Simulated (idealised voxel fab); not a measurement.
process module | voxel self aligned contacts
cross-section cut | 210 nm wide | cells 5 nm
A cross-section is a grid of square cells, given in bands from the top down. A band is one or more rows of cells.
Each band's line starts with the height of the band's top and of its bottom, in nm. Then come its materials from left to right, each with its width in nm. One material with "throughout" fills the band from edge to edge. "air" is empty space.
Height 0 is the level under which the wafer as received is all one material. The lowest band goes on downwards, as in "0 down".
A width such as "30 to 40" changes by the same amount from each row of cells to the next, from the band's top row to its bottom row.
"no change" after a step means that no cell of the cross-section changed.
closed voids: empty space of 8 cells or more with no open way to the top, each as width x height at its distance from the left edge, in nm
after a step's settings: what the simulator itself notes on the step
overlay nm, on a step with a mask: how far to the right of its planned place the mask lay; to the left if negative
Each pair below shows a cross-section before one step and the cross-section after it, down to the lowest band that changed. The line under each pair gives the step between them, with its settings. The pairs can come from different runs of this module on the same starting wafer, so a pair continues from the pair above only where its "before" says so.
before
  0 down: Si throughout
  closed voids: none
after
  0 to -5: SiO2 throughout
  below -5: unchanged
  closed voids: none
the step between: op OXIDIZE | depth nm 5
before: the cross-section after the pair above
after
  30 to 0: polySi throughout
  below 0: unchanged
  closed voids: none
the step between: op DIRECTIONAL_DEP | material polySi | thk nm 30
before: the cross-section after the pair above
after
  45 to 30: SiN throughout
  below 30: unchanged
  closed voids: none
the step between: op DIRECTIONAL_DEP | material SiN | thk nm 15
before: the cross-section after the pair above
after
  55 to 45: aC throughout
  below 45: unchanged
  closed voids: none
the step between: op DIRECTIONAL_DEP | material aC | thk nm 10
before: the cross-section after the pair above
after
  80 to 55: air 35 | resist 25 | air 30 | resist 25 | air 30 | resist 25 | air 40
  below 55: unchanged
  closed voids: none
the step between: op PATTERN | tone cover | mask id GATE | material resist | width nm 25 | pitch nm 55 | thk nm 25 | overlay nm 0
before: the cross-section after the pair above
after
  70 to 55: air 35 | resist 25 | air 30 | resist 25 | air 30 | resist 25 | air 40
  55 to 45: air 35 | aC 25 | air 30 | aC 25 | air 30 | aC 25 | air 40
  below 45: unchanged
  closed voids: none
the step between: op DIRECTIONAL_ETCH | etch materials aC | depth nm 10
before: the cross-section after the pair above
after
  55 to 45: air 35 | aC 25 | air 30 | aC 25 | air 30 | aC 25 | air 40
  below 45: unchanged
  closed voids: none
the step between: op STRIP | etch materials resist
before: the cross-section after the pair above
after
  55 to 45: air 35 | aC 25 | air 30 | aC 25 | air 30 | aC 25 | air 40
  45 to 30: air 35 | SiN 25 | air 30 | SiN 25 | air 30 | SiN 25 | air 40
  below 30: unchanged
  closed voids: none
the step between: op DIRECTIONAL_ETCH | etch materials SiN | depth nm 15
before: the cross-section after the pair above
after
  55 to 45: air 35 | aC 25 | air 30 | aC 25 | air 30 | aC 25 | air 40
  45 to 30: air 35 | SiN 25 | air 30 | SiN 25 | air 30 | SiN 25 | air 40
  30 to 0: air 35 | polySi 25 | air 30 | polySi 25 | air 30 | polySi 25 | air 40
  below 0: unchanged
  closed voids: none
the step between: op DIRECTIONAL_ETCH | etch materials polySi | depth nm 30
before: the cross-section after the pair above
after
  45 to 30: air 35 | SiN 25 | air 30 | SiN 25 | air 30 | SiN 25 | air 40
  below 30: unchanged
  closed voids: none
the step between: op STRIP | etch materials aC
before: the cross-section after the pair above
after
  50 to 30: air 30 | SiN 35 | air 20 | SiN 35 | air 20 | SiN 35 | air 35
  30 to 5: air 30 | SiN 5 | polySi 25 | SiN 5 | air 20 | SiN 5 | polySi 25 | SiN 5 | air 20 | SiN 5 | polySi 25 | SiN 5 | air 35
  5 to 0: SiN 35 | polySi 25 | SiN 30 | polySi 25 | SiN 30 | polySi 25 | SiN 40
  below 0: unchanged
  closed voids: none
the step between: op CONFORMAL_DEP | material SiN | thk nm 5
before: the cross-section after the pair above
after
  45 to 30: air 30 | SiN 35 | air 20 | SiN 35 | air 20 | SiN 35 | air 35
  30 to 0: air 30 | SiN 5 | polySi 25 | SiN 5 | air 20 | SiN 5 | polySi 25 | SiN 5 | air 20 | SiN 5 | polySi 25 | SiN 5 | air 35
  below 0: unchanged
  closed voids: none
the step between: op DIRECTIONAL_ETCH | etch materials SiN | depth nm 5
before: the cross-section after the pair above
after
  60 to 45: SiO2 throughout
  45 to 30: SiO2 30 | SiN 35 | SiO2 20 | SiN 35 | SiO2 20 | SiN 35 | SiO2 35
  30 to 0: SiO2 30 | SiN 5 | polySi 25 | SiN 5 | SiO2 20 | SiN 5 | polySi 25 | SiN 5 | SiO2 20 | SiN 5 | polySi 25 | SiN 5 | SiO2 35
  below 0: unchanged
  closed voids: none
the step between: op FILL_DEP | material SiO2 | thk nm 15
before: the cross-section after the pair above
after
  55 to 45: SiO2 throughout
  below 45: unchanged
  closed voids: none
the step between: op CMP | height nm 55
before: the cross-section after the pair above
after
  75 to 55: resist 55 | air 40 | resist 15 | air 40 | resist 60
  below 55: unchanged
  closed voids: none
the step between: op PATTERN | tone open | mask id CONTACT | material resist | width nm 40 | pitch nm 55 | thk nm 20 | overlay nm 0
before: the cross-section after the pair above
after
  75 to 55: resist 55 | air 40 | resist 15 | air 40 | resist 60
  55 to 45: SiO2 55 | air 40 | SiO2 15 | air 40 | SiO2 60
  45 to 30: SiO2 30 | SiN 35 | air 20 | SiN 35 | air 20 | SiN 35 | SiO2 35
  30 to 0: SiO2 30 | SiN 5 | polySi 25 | SiN 5 | air 20 | SiN 5 | polySi 25 | SiN 5 | air 20 | SiN 5 | polySi 25 | SiN 5 | SiO2 35
  0 to -5: SiO2 65 | air 20 | SiO2 35 | air 20 | SiO2 70
  below -5: unchanged
  closed voids: none
the step between: op DIRECTIONAL_ETCH | etch materials SiO2 | depth nm 60
before: the cross-section after the pair above
after
  55 to 45: SiO2 55 | air 40 | SiO2 15 | air 40 | SiO2 60
  below 45: unchanged
  closed voids: none
the step between: op STRIP | etch materials resist
before: the cross-section after the pair above
after
  60 to 55: TiN 60 | air 30 | TiN 25 | air 30 | TiN 65
  55 to 45: SiO2 55 | TiN 5 to 15 | air 30 to 10 | TiN 5 to 15 | SiO2 15 | TiN 5 to 15 | air 30 to 10 | TiN 5 to 15 | SiO2 60
  45 to 30: SiO2 30 | SiN 35 | TiN 5 | air 10 | TiN 5 | SiN 35 | TiN 5 | air 10 | TiN 5 | SiN 35 | SiO2 35
  30 to 0: SiO2 30 | SiN 5 | polySi 25 | SiN 5 | TiN 5 | air 10 | TiN 5 | SiN 5 | polySi 25 | SiN 5 | TiN 5 | air 10 | TiN 5 | SiN 5 | polySi 25 | SiN 5 | SiO2 35
  0 to -5: SiO2 65 | TiN 20 | SiO2 35 | TiN 20 | SiO2 70
  below -5: unchanged
  closed voids: none
the step between: op CONFORMAL_DEP | material TiN | thk nm 5
before: the cross-section after the pair above
after
  70 to 60: Ru throughout
  60 to 55: TiN 60 | Ru 30 | TiN 25 | Ru 30 | TiN 65
  55 to 45: SiO2 55 | TiN 5 to 15 | Ru 30 to 10 | TiN 5 to 15 | SiO2 15 | TiN 5 to 15 | Ru 30 to 10 | TiN 5 to 15 | SiO2 60
  45 to 30: SiO2 30 | SiN 35 | TiN 5 | Ru 10 | TiN 5 | SiN 35 | TiN 5 | Ru 10 | TiN 5 | SiN 35 | SiO2 35
  30 to 0: SiO2 30 | SiN 5 | polySi 25 | SiN 5 | TiN 5 | Ru 10 | TiN 5 | SiN 5 | polySi 25 | SiN 5 | TiN 5 | Ru 10 | TiN 5 | SiN 5 | polySi 25 | SiN 5 | SiO2 35
  below 0: unchanged
  closed voids: none
the step between: op FILL_DEP | material Ru | thk nm 10
before: the cross-section after the pair above
after
  55 to 45: SiO2 55 | TiN 5 to 15 | Ru 30 to 10 | TiN 5 to 15 | SiO2 15 | TiN 5 to 15 | Ru 30 to 10 | TiN 5 to 15 | SiO2 60
  below 45: unchanged
  closed voids: none
the step between: op CMP | height nm 55
before: the cross-section after the pair above
after
  60 to 55: SiN throughout
  below 55: unchanged
  closed voids: none
the step between: op CONFORMAL_DEP | material SiN | thk nm 5
before
  45 to 30: air 35 | SiN 25 | air 30 | SiN 25 | air 30 | SiN 25 | air 40
  30 to 0: air 35 | polySi 25 | air 30 | polySi 25 | air 30 | polySi 25 | air 40
  0 to -5: SiO2 throughout
  -5 down: Si throughout
  closed voids: none
after
  40 to 30: air 35 | SiN 25 | air 30 | SiN 25 | air 30 | SiN 25 | air 40
  below 30: unchanged
  closed voids: none
the step between: op DIRECTIONAL_ETCH | etch materials SiN | depth nm 5
before: the cross-section after the pair above
after
  55 to 40: SiO2 throughout
  40 to 30: SiO2 35 | SiN 25 | SiO2 30 | SiN 25 | SiO2 30 | SiN 25 | SiO2 40
  30 to 0: SiO2 35 | polySi 25 | SiO2 30 | polySi 25 | SiO2 30 | polySi 25 | SiO2 40
  below 0: unchanged
  closed voids: none
the step between: op FILL_DEP | material SiO2 | thk nm 15
before: the cross-section after the pair above
after
  75 to 55: resist 55 | air 40 | resist 15 | air 40 | resist 60
  below 55: unchanged
  closed voids: none
the step between: op PATTERN | tone open | mask id CONTACT | material resist | width nm 40 | pitch nm 55 | thk nm 20 | overlay nm 0
before: the cross-section after the pair above
after
  75 to 55: resist 55 | air 40 | resist 15 | air 40 | resist 60
  55 to 40: SiO2 55 | air 40 | SiO2 15 | air 40 | SiO2 60
  40 to 30: SiO2 35 | SiN 25 | air 30 | SiN 25 | air 30 | SiN 25 | SiO2 40
  30 to 0: SiO2 35 | polySi 25 | air 30 | polySi 25 | air 30 | polySi 25 | SiO2 40
  0 to -5: SiO2 60 | air 30 | SiO2 25 | air 30 | SiO2 65
  below -5: unchanged
  closed voids: none
the step between: op DIRECTIONAL_ETCH | etch materials SiO2 | depth nm 60
before: the cross-section after the pair above
after
  55 to 40: SiO2 55 | air 40 | SiO2 15 | air 40 | SiO2 60
  below 40: unchanged
  closed voids: none
the step between: op STRIP | etch materials resist
before: the cross-section after the pair above
after
  60 to 55: TiN 60 | air 30 | TiN 25 | air 30 | TiN 65
  55 to 45: SiO2 55 | TiN 5 | air 30 | TiN 5 | SiO2 15 | TiN 5 | air 30 | TiN 5 | SiO2 60
  45 to 40: SiO2 55 | TiN 10 | air 20 | TiN 10 | SiO2 15 | TiN 10 | air 20 | TiN 10 | SiO2 60
  40 to 30: SiO2 35 | SiN 25 | TiN 5 | air 20 | TiN 5 | SiN 25 | TiN 5 | air 20 | TiN 5 | SiN 25 | SiO2 40
  30 to 0: SiO2 35 | polySi 25 | TiN 5 | air 20 | TiN 5 | polySi 25 | TiN 5 | air 20 | TiN 5 | polySi 25 | SiO2 40
  0 to -5: SiO2 60 | TiN 30 | SiO2 25 | TiN 30 | SiO2 65
  below -5: unchanged
  closed voids: none
the step between: op CONFORMAL_DEP | material TiN | thk nm 5
before: the cross-section after the pair above
after
  70 to 60: Ru throughout
  60 to 55: TiN 60 | Ru 30 | TiN 25 | Ru 30 | TiN 65
  55 to 45: SiO2 55 | TiN 5 | Ru 30 | TiN 5 | SiO2 15 | TiN 5 | Ru 30 | TiN 5 | SiO2 60
  45 to 40: SiO2 55 | TiN 10 | Ru 20 | TiN 10 | SiO2 15 | TiN 10 | Ru 20 | TiN 10 | SiO2 60
  40 to 30: SiO2 35 | SiN 25 | TiN 5 | Ru 20 | TiN 5 | SiN 25 | TiN 5 | Ru 20 | TiN 5 | SiN 25 | SiO2 40
  30 to 0: SiO2 35 | polySi 25 | TiN 5 | Ru 20 | TiN 5 | polySi 25 | TiN 5 | Ru 20 | TiN 5 | polySi 25 | SiO2 40
  below 0: unchanged
  closed voids: none
the step between: op FILL_DEP | material Ru | thk nm 10
before: the cross-section after the pair above
after
  55 to 45: SiO2 55 | TiN 5 | Ru 30 | TiN 5 | SiO2 15 | TiN 5 | Ru 30 | TiN 5 | SiO2 60
  below 45: unchanged
  closed voids: none
the step between: op CMP | height nm 55
before: the cross-section after the pair above
after
  60 to 55: SiN throughout
  below 55: unchanged
  closed voids: none
the step between: op CONFORMAL_DEP | material SiN | thk nm 5
before
  30 to 0: polySi throughout
  0 to -5: SiO2 throughout
  -5 down: Si throughout
  closed voids: none
after
  60 to 0: polySi throughout
  below 0: unchanged
  closed voids: none
the step between: op DIRECTIONAL_DEP | material polySi | thk nm 30
before: the cross-section after the pair above
after
  75 to 60: SiN throughout
  below 60: unchanged
  closed voids: none
the step between: op DIRECTIONAL_DEP | material SiN | thk nm 15
before: the cross-section after the pair above
after
  85 to 75: aC throughout
  below 75: unchanged
  closed voids: none
the step between: op DIRECTIONAL_DEP | material aC | thk nm 10
before: the cross-section after the pair above
after
  110 to 85: air 35 | resist 25 | air 30 | resist 25 | air 30 | resist 25 | air 40
  below 85: unchanged
  closed voids: none
the step between: op PATTERN | tone cover | mask id GATE | material resist | width nm 25 | pitch nm 55 | thk nm 25 | overlay nm 0
before: the cross-section after the pair above
after
  100 to 85: air 35 | resist 25 | air 30 | resist 25 | air 30 | resist 25 | air 40
  85 to 75: air 35 | aC 25 | air 30 | aC 25 | air 30 | aC 25 | air 40
  below 75: unchanged
  closed voids: none
the step between: op DIRECTIONAL_ETCH | etch materials aC | depth nm 10
before: the cross-section after the pair above
after
  85 to 75: air 35 | aC 25 | air 30 | aC 25 | air 30 | aC 25 | air 40
  below 75: unchanged
  closed voids: none
the step between: op STRIP | etch materials resist
before: the cross-section after the pair above
after
  85 to 75: air 35 | aC 25 | air 30 | aC 25 | air 30 | aC 25 | air 40
  75 to 60: air 35 | SiN 25 | air 30 | SiN 25 | air 30 | SiN 25 | air 40
  below 60: unchanged
  closed voids: none
the step between: op DIRECTIONAL_ETCH | etch materials SiN | depth nm 15
before: the cross-section after the pair above
after
  85 to 75: air 35 | aC 25 | air 30 | aC 25 | air 30 | aC 25 | air 40
  75 to 60: air 35 | SiN 25 | air 30 | SiN 25 | air 30 | SiN 25 | air 40
  60 to 30: air 35 | polySi 25 | air 30 | polySi 25 | air 30 | polySi 25 | air 40
  below 30: unchanged
  closed voids: none
the step between: op DIRECTIONAL_ETCH | etch materials polySi | depth nm 30
before: the cross-section after the pair above
after
  75 to 60: air 35 | SiN 25 | air 30 | SiN 25 | air 30 | SiN 25 | air 40
  below 60: unchanged
  closed voids: none
the step between: op STRIP | etch materials aC
before: the cross-section after the pair above
after
  80 to 60: air 30 | SiN 35 | air 20 | SiN 35 | air 20 | SiN 35 | air 35
  60 to 35: air 30 | SiN 5 | polySi 25 | SiN 5 | air 20 | SiN 5 | polySi 25 | SiN 5 | air 20 | SiN 5 | polySi 25 | SiN 5 | air 35
  35 to 30: SiN 35 | polySi 25 | SiN 30 | polySi 25 | SiN 30 | polySi 25 | SiN 40
  below 30: unchanged
  closed voids: none
the step between: op CONFORMAL_DEP | material SiN | thk nm 5
before: the cross-section after the pair above
after
  75 to 60: air 30 | SiN 35 | air 20 | SiN 35 | air 20 | SiN 35 | air 35
  60 to 30: air 30 | SiN 5 | polySi 25 | SiN 5 | air 20 | SiN 5 | polySi 25 | SiN 5 | air 20 | SiN 5 | polySi 25 | SiN 5 | air 35
  below 30: unchanged
  closed voids: none
the step between: op DIRECTIONAL_ETCH | etch materials SiN | depth nm 5
before: the cross-section after the pair above
after
  90 to 75: SiO2 throughout
  75 to 60: SiO2 30 | SiN 35 | SiO2 20 | SiN 35 | SiO2 20 | SiN 35 | SiO2 35
  60 to 30: SiO2 30 | SiN 5 | polySi 25 | SiN 5 | SiO2 20 | SiN 5 | polySi 25 | SiN 5 | SiO2 20 | SiN 5 | polySi 25 | SiN 5 | SiO2 35
  below 30: unchanged
  closed voids: none
the step between: op FILL_DEP | material SiO2 | thk nm 15
before: the cross-section after the pair above
after
  55 to 30: SiO2 30 | SiN 5 | polySi 25 | SiN 5 | SiO2 20 | SiN 5 | polySi 25 | SiN 5 | SiO2 20 | SiN 5 | polySi 25 | SiN 5 | SiO2 35
  below 30: unchanged
  closed voids: none
the step between: op CMP | height nm 55
before: the cross-section after the pair above
after
  75 to 55: resist 55 | air 40 | resist 15 | air 40 | resist 60
  below 55: unchanged
  closed voids: none
the step between: op PATTERN | tone open | mask id CONTACT | material resist | width nm 40 | pitch nm 55 | thk nm 20 | overlay nm 0
before: the cross-section after the pair above
after
  75 to 55: resist 55 | air 40 | resist 15 | air 40 | resist 60
  55 to 30: SiO2 30 | SiN 5 | polySi 25 | SiN 5 | air 20 | SiN 5 | polySi 25 | SiN 5 | air 20 | SiN 5 | polySi 25 | SiN 5 | SiO2 35
  below 30: unchanged
  closed voids: none
the step between: op DIRECTIONAL_ETCH | etch materials SiO2 | depth nm 60
before: the cross-section after the pair above
after
  55 to 30: SiO2 30 | SiN 5 | polySi 25 | SiN 5 | air 20 | SiN 5 | polySi 25 | SiN 5 | air 20 | SiN 5 | polySi 25 | SiN 5 | SiO2 35
  below 30: unchanged
  closed voids: none
the step between: op STRIP | etch materials resist
before: the cross-section after the pair above
after
  60 to 55: TiN 70 | air 10 | TiN 45 | air 10 | TiN 75
  55 to 35: SiO2 30 | SiN 5 | polySi 25 | SiN 5 | TiN 5 | air 10 | TiN 5 | SiN 5 | polySi 25 | SiN 5 | TiN 5 | air 10 | TiN 5 | SiN 5 | polySi 25 | SiN 5 | SiO2 35
  35 to 30: SiO2 30 | SiN 5 | polySi 25 | SiN 5 | TiN 20 | SiN 5 | polySi 25 | SiN 5 | TiN 20 | SiN 5 | polySi 25 | SiN 5 | SiO2 35
  below 30: unchanged
  closed voids: none
the step between: op CONFORMAL_DEP | material TiN | thk nm 5
before: the cross-section after the pair above
after
  70 to 60: Ru throughout
  60 to 55: TiN 70 | Ru 10 | TiN 45 | Ru 10 | TiN 75
  55 to 35: SiO2 30 | SiN 5 | polySi 25 | SiN 5 | TiN 5 | Ru 10 | TiN 5 | SiN 5 | polySi 25 | SiN 5 | TiN 5 | Ru 10 | TiN 5 | SiN 5 | polySi 25 | SiN 5 | SiO2 35
  below 35: unchanged
  closed voids: none
the step between: op FILL_DEP | material Ru | thk nm 10
before: the cross-section after the pair above
after
  55 to 35: SiO2 30 | SiN 5 | polySi 25 | SiN 5 | TiN 5 | Ru 10 | TiN 5 | SiN 5 | polySi 25 | SiN 5 | TiN 5 | Ru 10 | TiN 5 | SiN 5 | polySi 25 | SiN 5 | SiO2 35
  below 35: unchanged
  closed voids: none
the step between: op CMP | height nm 55
before: the cross-section after the pair above
after
  60 to 55: SiN throughout
  below 55: unchanged
  closed voids: none
the step between: op CONFORMAL_DEP | material SiN | thk nm 5
before
  0 down: Si throughout
  closed voids: none
after
  30 to 0: polySi throughout
  below 0: unchanged
  closed voids: none
the step between: op DIRECTIONAL_DEP | material polySi | thk nm 30
before: the cross-section after the pair above
after
  30 to 25: SiO2 throughout
  below 25: unchanged
  closed voids: none
the step between: op OXIDIZE | depth nm 5
before: the cross-section after the pair above
after
  45 to 30: SiN throughout
  below 30: unchanged
  closed voids: none
the step between: op DIRECTIONAL_DEP | material SiN | thk nm 15
before: the cross-section after the pair above
after
  55 to 45: aC throughout
  below 45: unchanged
  closed voids: none
the step between: op DIRECTIONAL_DEP | material aC | thk nm 10
before: the cross-section after the pair above
after
  80 to 55: air 35 | resist 25 | air 30 | resist 25 | air 30 | resist 25 | air 40
  below 55: unchanged
  closed voids: none
the step between: op PATTERN | tone cover | mask id GATE | material resist | width nm 25 | pitch nm 55 | thk nm 25 | overlay nm 0
before: the cross-section after the pair above
after
  70 to 55: air 35 | resist 25 | air 30 | resist 25 | air 30 | resist 25 | air 40
  55 to 45: air 35 | aC 25 | air 30 | aC 25 | air 30 | aC 25 | air 40
  below 45: unchanged
  closed voids: none
the step between: op DIRECTIONAL_ETCH | etch materials aC | depth nm 10
before: the cross-section after the pair above
after
  55 to 45: air 35 | aC 25 | air 30 | aC 25 | air 30 | aC 25 | air 40
  below 45: unchanged
  closed voids: none
the step between: op STRIP | etch materials resist
before: the cross-section after the pair above
after
  55 to 45: air 35 | aC 25 | air 30 | aC 25 | air 30 | aC 25 | air 40
  45 to 30: air 35 | SiN 25 | air 30 | SiN 25 | air 30 | SiN 25 | air 40
  below 30: unchanged
  closed voids: none
the step between: op DIRECTIONAL_ETCH | etch materials SiN | depth nm 15
before: the cross-section after the pair above
after
  45 to 30: air 35 | SiN 25 | air 30 | SiN 25 | air 30 | SiN 25 | air 40
  below 30: unchanged
  closed voids: none
the step between: op STRIP | etch materials aC
before: the cross-section after the pair above
after
  50 to 35: air 30 | SiN 35 | air 20 | SiN 35 | air 20 | SiN 35 | air 35
  35 to 30: SiN throughout
  below 30: unchanged
  closed voids: none
the step between: op CONFORMAL_DEP | material SiN | thk nm 5
before: the cross-section after the pair above
after
  45 to 30: air 30 | SiN 35 | air 20 | SiN 35 | air 20 | SiN 35 | air 35
  below 30: unchanged
  closed voids: none
the step between: op DIRECTIONAL_ETCH | etch materials SiN | depth nm 5
before: the cross-section after the pair above
after
  60 to 45: SiO2 throughout
  45 to 30: SiO2 30 | SiN 35 | SiO2 20 | SiN 35 | SiO2 20 | SiN 35 | SiO2 35
  below 30: unchanged
  closed voids: none
the step between: op FILL_DEP | material SiO2 | thk nm 15
before: the cross-section after the pair above
after
  55 to 45: SiO2 throughout
  below 45: unchanged
  closed voids: none
the step between: op CMP | height nm 55
before: the cross-section after the pair above
after
  75 to 55: resist 55 | air 40 | resist 15 | air 40 | resist 60
  below 55: unchanged
  closed voids: none
the step between: op PATTERN | tone open | mask id CONTACT | material resist | width nm 40 | pitch nm 55 | thk nm 20 | overlay nm 0
before: the cross-section after the pair above
after
  75 to 55: resist 55 | air 40 | resist 15 | air 40 | resist 60
  55 to 45: SiO2 55 | air 40 | SiO2 15 | air 40 | SiO2 60
  45 to 30: SiO2 30 | SiN 35 | air 20 | SiN 35 | air 20 | SiN 35 | SiO2 35
  30 to 25: SiO2 65 | air 20 | SiO2 35 | air 20 | SiO2 70
  below 25: unchanged
  closed voids: none
the step between: op DIRECTIONAL_ETCH | etch materials SiO2 | depth nm 60
before: the cross-section after the pair above
after
  55 to 45: SiO2 55 | air 40 | SiO2 15 | air 40 | SiO2 60
  below 45: unchanged
  closed voids: none
the step between: op STRIP | etch materials resist
before: the cross-section after the pair above
after
  60 to 55: TiN 60 | air 30 | TiN 25 | air 30 | TiN 65
  55 to 45: SiO2 55 | TiN 5 to 15 | air 30 to 10 | TiN 5 to 15 | SiO2 15 | TiN 5 to 15 | air 30 to 10 | TiN 5 to 15 | SiO2 60
  45 to 30: SiO2 30 | SiN 35 | TiN 5 | air 10 | TiN 5 | SiN 35 | TiN 5 | air 10 | TiN 5 | SiN 35 | SiO2 35
  30 to 25: SiO2 65 | TiN 20 | SiO2 35 | TiN 20 | SiO2 70
  below 25: unchanged
  closed voids: none
the step between: op CONFORMAL_DEP | material TiN | thk nm 5
before: the cross-section after the pair above
after
  70 to 60: Ru throughout
  60 to 55: TiN 60 | Ru 30 | TiN 25 | Ru 30 | TiN 65
  55 to 45: SiO2 55 | TiN 5 to 15 | Ru 30 to 10 | TiN 5 to 15 | SiO2 15 | TiN 5 to 15 | Ru 30 to 10 | TiN 5 to 15 | SiO2 60
  45 to 30: SiO2 30 | SiN 35 | TiN 5 | Ru 10 | TiN 5 | SiN 35 | TiN 5 | Ru 10 | TiN 5 | SiN 35 | SiO2 35
  below 30: unchanged
  closed voids: none
the step between: op FILL_DEP | material Ru | thk nm 10
before: the cross-section after the pair above
after
  55 to 45: SiO2 55 | TiN 5 to 15 | Ru 30 to 10 | TiN 5 to 15 | SiO2 15 | TiN 5 to 15 | Ru 30 to 10 | TiN 5 to 15 | SiO2 60
  below 45: unchanged
  closed voids: none
the step between: op CMP | height nm 55
before: the cross-section after the pair above
after
  60 to 55: SiN throughout
  below 55: unchanged
  closed voids: none
the step between: op CONFORMAL_DEP | material SiN | thk nm 5
before
  55 to 45: air 35 | aC 25 | air 30 | aC 25 | air 30 | aC 25 | air 40
  45 to 30: air 35 | SiN 25 | air 30 | SiN 25 | air 30 | SiN 25 | air 40
  30 to 0: polySi throughout
  0 to -5: SiO2 throughout
  -5 down: Si throughout
  closed voids: none
after
  55 to 45: air 35 | aC 25 | air 30 | aC 25 | air 30 | aC 25 | air 40
  45 to 30: air 35 | SiN 25 | air 30 | SiN 25 | air 30 | SiN 25 | air 40
  30 to 5: air 35 | polySi 25 | air 30 | polySi 25 | air 30 | polySi 25 | air 40
  below 5: unchanged
  closed voids: none
the step between: op DIRECTIONAL_ETCH | etch materials polySi | depth nm 25
before: the cross-section after the pair above
after
  45 to 30: air 35 | SiN 25 | air 30 | SiN 25 | air 30 | SiN 25 | air 40
  below 30: unchanged
  closed voids: none
the step between: op STRIP | etch materials aC
before: the cross-section after the pair above
after
  50 to 30: air 30 | SiN 35 | air 20 | SiN 35 | air 20 | SiN 35 | air 35
  30 to 10: air 30 | SiN 5 | polySi 25 | SiN 5 | air 20 | SiN 5 | polySi 25 | SiN 5 | air 20 | SiN 5 | polySi 25 | SiN 5 | air 35
  10 to 5: SiN 35 | polySi 25 | SiN 30 | polySi 25 | SiN 30 | polySi 25 | SiN 40
  below 5: unchanged
  closed voids: none
the step between: op CONFORMAL_DEP | material SiN | thk nm 5
before: the cross-section after the pair above
after
  45 to 30: air 30 | SiN 35 | air 20 | SiN 35 | air 20 | SiN 35 | air 35
  30 to 5: air 30 | SiN 5 | polySi 25 | SiN 5 | air 20 | SiN 5 | polySi 25 | SiN 5 | air 20 | SiN 5 | polySi 25 | SiN 5 | air 35
  below 5: unchanged
  closed voids: none
the step between: op DIRECTIONAL_ETCH | etch materials SiN | depth nm 5
before: the cross-section after the pair above
after
  60 to 45: SiO2 throughout
  45 to 30: SiO2 30 | SiN 35 | SiO2 20 | SiN 35 | SiO2 20 | SiN 35 | SiO2 35
  30 to 5: SiO2 30 | SiN 5 | polySi 25 | SiN 5 | SiO2 20 | SiN 5 | polySi 25 | SiN 5 | SiO2 20 | SiN 5 | polySi 25 | SiN 5 | SiO2 35
  below 5: unchanged
  closed voids: none
the step between: op FILL_DEP | material SiO2 | thk nm 15
before: the cross-section after the pair above
after
  55 to 45: SiO2 throughout
  below 45: unchanged
  closed voids: none
the step between: op CMP | height nm 55
before: the cross-section after the pair above
after
  75 to 55: resist 55 | air 40 | resist 15 | air 40 | resist 60
  below 55: unchanged
  closed voids: none
the step between: op PATTERN | tone open | mask id CONTACT | material resist | width nm 40 | pitch nm 55 | thk nm 20 | overlay nm 0
before: the cross-section after the pair above
after
  75 to 55: resist 55 | air 40 | resist 15 | air 40 | resist 60
  55 to 45: SiO2 55 | air 40 | SiO2 15 | air 40 | SiO2 60
  45 to 30: SiO2 30 | SiN 35 | air 20 | SiN 35 | air 20 | SiN 35 | SiO2 35
  30 to 5: SiO2 30 | SiN 5 | polySi 25 | SiN 5 | air 20 | SiN 5 | polySi 25 | SiN 5 | air 20 | SiN 5 | polySi 25 | SiN 5 | SiO2 35
  below 5: unchanged
  closed voids: none
the step between: op DIRECTIONAL_ETCH | etch materials SiO2 | depth nm 60
before: the cross-section after the pair above
after
  55 to 45: SiO2 55 | air 40 | SiO2 15 | air 40 | SiO2 60
  below 45: unchanged
  closed voids: none
the step between: op STRIP | etch materials resist
before: the cross-section after the pair above
after
  60 to 55: TiN 60 | air 30 | TiN 25 | air 30 | TiN 65
  55 to 45: SiO2 55 | TiN 5 to 15 | air 30 to 10 | TiN 5 to 15 | SiO2 15 | TiN 5 to 15 | air 30 to 10 | TiN 5 to 15 | SiO2 60
  45 to 30: SiO2 30 | SiN 35 | TiN 5 | air 10 | TiN 5 | SiN 35 | TiN 5 | air 10 | TiN 5 | SiN 35 | SiO2 35
  30 to 10: SiO2 30 | SiN 5 | polySi 25 | SiN 5 | TiN 5 | air 10 | TiN 5 | SiN 5 | polySi 25 | SiN 5 | TiN 5 | air 10 | TiN 5 | SiN 5 | polySi 25 | SiN 5 | SiO2 35
  10 to 5: SiO2 30 | SiN 5 | polySi 25 | SiN 5 | TiN 20 | SiN 5 | polySi 25 | SiN 5 | TiN 20 | SiN 5 | polySi 25 | SiN 5 | SiO2 35
  below 5: unchanged
  closed voids: none
the step between: op CONFORMAL_DEP | material TiN | thk nm 5
before: the cross-section after the pair above
after
  70 to 60: Ru throughout
  60 to 55: TiN 60 | Ru 30 | TiN 25 | Ru 30 | TiN 65
  55 to 45: SiO2 55 | TiN 5 to 15 | Ru 30 to 10 | TiN 5 to 15 | SiO2 15 | TiN 5 to 15 | Ru 30 to 10 | TiN 5 to 15 | SiO2 60
  45 to 30: SiO2 30 | SiN 35 | TiN 5 | Ru 10 | TiN 5 | SiN 35 | TiN 5 | Ru 10 | TiN 5 | SiN 35 | SiO2 35
  30 to 10: SiO2 30 | SiN 5 | polySi 25 | SiN 5 | TiN 5 | Ru 10 | TiN 5 | SiN 5 | polySi 25 | SiN 5 | TiN 5 | Ru 10 | TiN 5 | SiN 5 | polySi 25 | SiN 5 | SiO2 35
  below 10: unchanged
  closed voids: none
the step between: op FILL_DEP | material Ru | thk nm 10
before: the cross-section after the pair above
after
  55 to 45: SiO2 55 | TiN 5 to 15 | Ru 30 to 10 | TiN 5 to 15 | SiO2 15 | TiN 5 to 15 | Ru 30 to 10 | TiN 5 to 15 | SiO2 60
  below 45: unchanged
  closed voids: none
the step between: op CMP | height nm 55
before: the cross-section after the pair above
after
  60 to 55: SiN throughout
  below 55: unchanged
  closed voids: none
the step between: op CONFORMAL_DEP | material SiN | thk nm 5
before
  55 to 45: aC throughout
  45 to 30: SiN throughout
  30 to 0: polySi throughout
  0 to -5: SiO2 throughout
  -5 down: Si throughout
  closed voids: none
after
  80 to 55: air 40 | resist 20 | air 35 | resist 20 | air 35 | resist 20 | air 40
  below 55: unchanged
  closed voids: none
the step between: op PATTERN | tone cover | mask id GATE | material resist | width nm 20 | pitch nm 55 | thk nm 25 | overlay nm 0
before: the cross-section after the pair above
after
  70 to 55: air 40 | resist 20 | air 35 | resist 20 | air 35 | resist 20 | air 40
  55 to 45: air 40 | aC 20 | air 35 | aC 20 | air 35 | aC 20 | air 40
  below 45: unchanged
  closed voids: none
the step between: op DIRECTIONAL_ETCH | etch materials aC | depth nm 10
before: the cross-section after the pair above
after
  55 to 45: air 40 | aC 20 | air 35 | aC 20 | air 35 | aC 20 | air 40
  below 45: unchanged
  closed voids: none
the step between: op STRIP | etch materials resist
